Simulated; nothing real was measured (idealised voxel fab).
process module | voxel trench capacitor
cross-section cut | 200 nm wide | cells 5 nm
A cross-section is a grid of square cells, given in bands from the top down. A band is one or more rows of cells.
Each band's line starts with the height of the band's top and of its bottom, in nm. Then come its materials from left to right, each with its width in nm. One material with "throughout" fills the band from edge to edge. "air" is empty space.
Height 0 is the level under which the wafer as received is all one material. The lowest band goes on downwards, as in "0 down".
A width such as "30 to 40" changes by the same amount from each row of cells to the next, from the band's top row to its bottom row.
"no change" after a step means that no cell of the cross-section changed.
closed voids: empty space of 8 cells or more with no open way to the top, each as width x height at its distance from the left edge, in nm
after a step's settings: what the simulator itself notes on the step
overlay nm, on a step with a mask: how far to the right of its planned place the mask lay; to the left if negative
plan
1 op RECEIVE | material Si
2 op CONFORMAL_DEP | material SiN | thk nm 5
3 op PATTERN | tone open | mask id TRENCH | material resist | width nm 30 | pitch nm 45 | thk nm 15 | overlay nm 0
4 op DIRECTIONAL_ETCH | etch materials SiN | depth nm 5
5 op DIRECTIONAL_ETCH | etch materials Si | depth nm 35
6 op STRIP | etch materials resist
7 op CONFORMAL_DEP | material Al2O3 | thk nm 5
8 op CONFORMAL_DEP | material TiN | thk nm 5
9 op FILL_DEP | material W | thk nm 5
10 op CMP | height nm 5
first wafer, as planned
as received, after step 1
  0 down: Si throughout
  closed voids: none
after step 2
  5 to 0: SiN throughout
  below 0: unchanged
after step 3
  20 to 5: resist 60 | air 30 | resist 15 | air 30 | resist 65
  below 5: unchanged
after step 4
  20 to 5: resist 60 | air 30 | resist 15 | air 30 | resist 65
  5 to 0: SiN 60 | air 30 | SiN 15 | air 30 | SiN 65
  below 0: unchanged
after step 5
  20 to 5: resist 60 | air 30 | resist 15 | air 30 | resist 65
  5 to 0: SiN 60 | air 30 | SiN 15 | air 30 | SiN 65
  0 to -35: Si 60 | air 30 | Si 15 | air 30 | Si 65
  below -35: unchanged
after step 6
  5 to 0: SiN 60 | air 30 | SiN 15 | air 30 | SiN 65
  below 0: unchanged
after step 7
  10 to 5: Al2O3 65 | air 20 | Al2O3 25 | air 20 | Al2O3 70
  5 to 0: SiN 60 | Al2O3 5 | air 20 | Al2O3 5 | SiN 15 | Al2O3 5 | air 20 | Al2O3 5 | SiN 65
  0 to -30: Si 60 | Al2O3 5 | air 20 | Al2O3 5 | Si 15 | Al2O3 5 | air 20 | Al2O3 5 | Si 65
  -30 to -35: Si 60 | Al2O3 30 | Si 15 | Al2O3 30 | Si 65
  below -35: unchanged
after step 8
  15 to 10: TiN 70 | air 10 | TiN 35 | air 10 | TiN 75
  10 to 5: Al2O3 65 | TiN 5 | air 10 | TiN 5 | Al2O3 25 | TiN 5 | air 10 | TiN 5 | Al2O3 70
  5 to 0: SiN 60 | Al2O3 5 | TiN 5 | air 10 | TiN 5 | Al2O3 5 | SiN 15 | Al2O3 5 | TiN 5 | air 10 | TiN 5 | Al2O3 5 | SiN 65
  0 to -25: Si 60 | Al2O3 5 | TiN 5 | air 10 | TiN 5 | Al2O3 5 | Si 15 | Al2O3 5 | TiN 5 | air 10 | TiN 5 | Al2O3 5 | Si 65
  -25 to -30: Si 60 | Al2O3 5 | TiN 20 | Al2O3 5 | Si 15 | Al2O3 5 | TiN 20 | Al2O3 5 | Si 65
  below -30: unchanged
after step 9
  20 to 15: W throughout
  15 to 10: TiN 70 | W 10 | TiN 35 | W 10 | TiN 75
  10 to 5: Al2O3 65 | TiN 5 | W 10 | TiN 5 | Al2O3 25 | TiN 5 | W 10 | TiN 5 | Al2O3 70
  5 to 0: SiN 60 | Al2O3 5 | TiN 5 | W 10 | TiN 5 | Al2O3 5 | SiN 15 | Al2O3 5 | TiN 5 | W 10 | TiN 5 | Al2O3 5 | SiN 65
  0 to -25: Si 60 | Al2O3 5 | TiN 5 | W 10 | TiN 5 | Al2O3 5 | Si 15 | Al2O3 5 | TiN 5 | W 10 | TiN 5 | Al2O3 5 | Si 65
  below -25: unchanged
after step 10
  5 to 0: SiN 60 | Al2O3 5 | TiN 5 | W 10 | TiN 5 | Al2O3 5 | SiN 15 | Al2O3 5 | TiN 5 | W 10 | TiN 5 | Al2O3 5 | SiN 65
  below 0: unchanged
second wafer: like start, like plan, one mistake. Through step 9 it matches the first wafer
when step 10 should have ended
  15 to 10: TiN 70 | W 10 | TiN 35 | W 10 | TiN 75
  below 10: unchanged
what went wrong: step 10 ran as: op CMP | height nm 15
at the end the second wafer has, in cells: 32 more of Al2O3 | 40 more of TiN | 8 more of W
